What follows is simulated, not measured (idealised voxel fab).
process module | voxel air gaps
We display cut, a cross-section 290 nm in width whose square cells are each 5 nm.
In this document a cross-section is written as a grid of square cells. It is given as a series of bands, listed from the top down, and a band is one or more rows of cells. Per band: top height and bottom height in nm, followed by the left-to-right materials and their widths in nm; "throughout" marks a single material spanning edge to edge, "air" marks empty space. Note: height 0 marks the level under which the wafer is uniformly one material as received. Lowest band unbounded below, written "0 nm and below". When a width is written as two numbers, as in "30->40", the first number is the width in the top row of cells of the band and the second is the width in its bottom row, and the width changes by the same amount from each row to the next. When a step is marked "identical to before", none of the cells in the cross-section changed during that step. So "Closed empty spaces" is basically the list of trapped voids: any empty space of 8 cells or more that can't reach the top through an opening. They're written width x height at distance, the distance being from the left edge, and it's all nm. The remark found on a step's line after its settings is issued by the simulator itself and pertains to that step. What "overlay nm" on a step's line means: if the step has a mask, that mask lay this far to the right of its planned place, or, when the value is negative, to the left.
So here's the lineup of process steps we planned:
- 1: RECEIVE, material Si
- 2: CONFORMAL_DEP, material SiO2, thk nm 15
- 3: CONFORMAL_DEP, material SiN, thk nm 5
- 4: DIRECTIONAL_DEP, material SiO2, thk nm 30
- 5: DIRECTIONAL_DEP, material aC, thk nm 10
- 6: PATTERN, tone open, mask id LINES, material resist, width nm 15, pitch nm 45, thk nm 30, overlay nm 0
- 7: DIRECTIONAL_ETCH, etch materials aC, depth nm 10
- 8: STRIP, etch materials resist
- 9: DIRECTIONAL_ETCH, etch materials SiO2, depth nm 30
- 10: STRIP, etch materials aC
- 11: CONFORMAL_DEP, material TiN, thk nm 5
- 12: FILL_DEP, material Ru, thk nm 10
- 13: CMP, height nm 50
- 14: EPI, material Ru, thk nm 10
- 15: SELECTIVE_ETCH, etch materials SiO2, depth nm 40
- 16: CONFORMAL_DEP, material SiN, thk nm 5
The wafers are alike at the start. At step 16, their thk nm differs. The plan lists the first wafer's value.
This is how the first of several wafers looked in cross-section when it arrived, which is after step 1:
    0 nm and below  Si throughout
    Closed empty spaces: none
Cross-section after step 16, the final step of the module, for the first of several wafers:
    65 nm to 60 nm  55 nm air; 180 nm SiN; 55 nm air
    60 nm to 50 nm  55 nm air; 5 nm SiN; 35 nm Ru; 10 nm SiN; 35 nm Ru; 10 nm SiN; 35 nm Ru; 10 nm SiN; 35 nm Ru; 5 nm SiN; 55 nm air
    50 nm to 45 nm  55 nm air; 15 nm SiN; 5 nm TiN; 5 nm Ru; 5 nm TiN; 30 nm SiN; 5 nm TiN; 5 nm Ru; 5 nm TiN; 30 nm SiN; 5 nm TiN; 5 nm Ru; 5 nm TiN; 30 nm SiN; 5 nm TiN; 5 nm Ru; 5 nm TiN; 15 nm SiN; 55 nm air
    45 nm to 25 nm  65 nm air; 5 nm SiN; 5 nm TiN; 5 nm Ru; 5 nm TiN; 5 nm SiN; 20 nm air; 5 nm SiN; 5 nm TiN; 5 nm Ru; 5 nm TiN; 5 nm SiN; 20 nm air; 5 nm SiN; 5 nm TiN; 5 nm Ru; 5 nm TiN; 5 nm SiN; 20 nm air; 5 nm SiN; 5 nm TiN; 5 nm Ru; 5 nm TiN; 5 nm SiN; 65 nm air
    25 nm to 20 nm  70 nm SiN; 15 nm TiN; 30 nm SiN; 15 nm TiN; 30 nm SiN; 15 nm TiN; 30 nm SiN; 15 nm TiN; 70 nm SiN
    20 nm to 15 nm  SiN throughout
    15 nm to 0 nm  SiO2 throughout
    0 nm and below  Si throughout
    Closed empty spaces: 20 x 20 at 90; 20 x 20 at 135; 20 x 20 at 180
Of the several wafers, the last: cross-section at the end of the module:
    80 nm to 60 nm  40 nm air; 210 nm SiN; 40 nm air
    60 nm to 50 nm  40 nm air; 20 nm SiN; 35 nm Ru; 10 nm SiN; 35 nm Ru; 10 nm SiN; 35 nm Ru; 10 nm SiN; 35 nm Ru; 20 nm SiN; 40 nm air
    50 nm to 45 nm  40 nm air; 30 nm SiN; 5 nm TiN; 5 nm Ru; 5 nm TiN; 30 nm SiN; 5 nm TiN; 5 nm Ru; 5 nm TiN; 30 nm SiN; 5 nm TiN; 5 nm Ru; 5 nm TiN; 30 nm SiN; 5 nm TiN; 5 nm Ru; 5 nm TiN; 30 nm SiN; 40 nm air
    45 nm to 40 nm  40 nm air; 30 nm SiN; 5 nm TiN; 5 nm Ru; 5 nm TiN; 5 nm SiN; 20 nm air; 5 nm SiN; 5 nm TiN; 5 nm Ru; 5 nm TiN; 5 nm SiN; 20 nm air; 5 nm SiN; 5 nm TiN; 5 nm Ru; 5 nm TiN; 5 nm SiN; 20 nm air; 5 nm SiN; 5 nm TiN; 5 nm Ru; 5 nm TiN; 30 nm SiN; 40 nm air
    40 nm to 25 nm  70 nm SiN; 5 nm TiN; 5 nm Ru; 5 nm TiN; 5 nm SiN; 20 nm air; 5 nm SiN; 5 nm TiN; 5 nm Ru; 5 nm TiN; 5 nm SiN; 20 nm air; 5 nm SiN; 5 nm TiN; 5 nm Ru; 5 nm TiN; 5 nm SiN; 20 nm air; 5 nm SiN; 5 nm TiN; 5 nm Ru; 5 nm TiN; 70 nm SiN
    25 nm to 20 nm  70 nm SiN; 15 nm TiN; 30 nm SiN; 15 nm TiN; 30 nm SiN; 15 nm TiN; 30 nm SiN; 15 nm TiN; 70 nm SiN
    20 nm to 15 nm  SiN throughout
    15 nm to 0 nm  SiO2 throughout
    0 nm and below  Si throughout
    Closed empty spaces: 20 x 20 at 90; 20 x 20 at 135; 20 x 20 at 180
Below, a row for every wafer. Read it as the end-of-module picture: for each material the wafer shows its cells gained (+) or lost (-) since it was received, and then its closed voids:
thk nm 5; +76 Ru; +212 SiN; +174 SiO2; +52 TiN; Closed empty spaces: 20 x 20 at 90; 20 x 20 at 135; 20 x 20 at 180
thk nm 10; +76 Ru; +294 SiN; +174 SiO2; +52 TiN; Closed empty spaces: 20 x 20 at 90; 20 x 20 at 135; 20 x 20 at 180
thk nm 15; +76 Ru; +376 SiN; +174 SiO2; +52 TiN; Closed empty spaces: 20 x 20 at 90; 20 x 20 at 135; 20 x 20 at 180
thk nm 20; +76 Ru; +450 SiN; +174 SiO2; +52 TiN; Closed empty spaces: 20 x 20 at 90; 20 x 20 at 135; 20 x 20 at 180
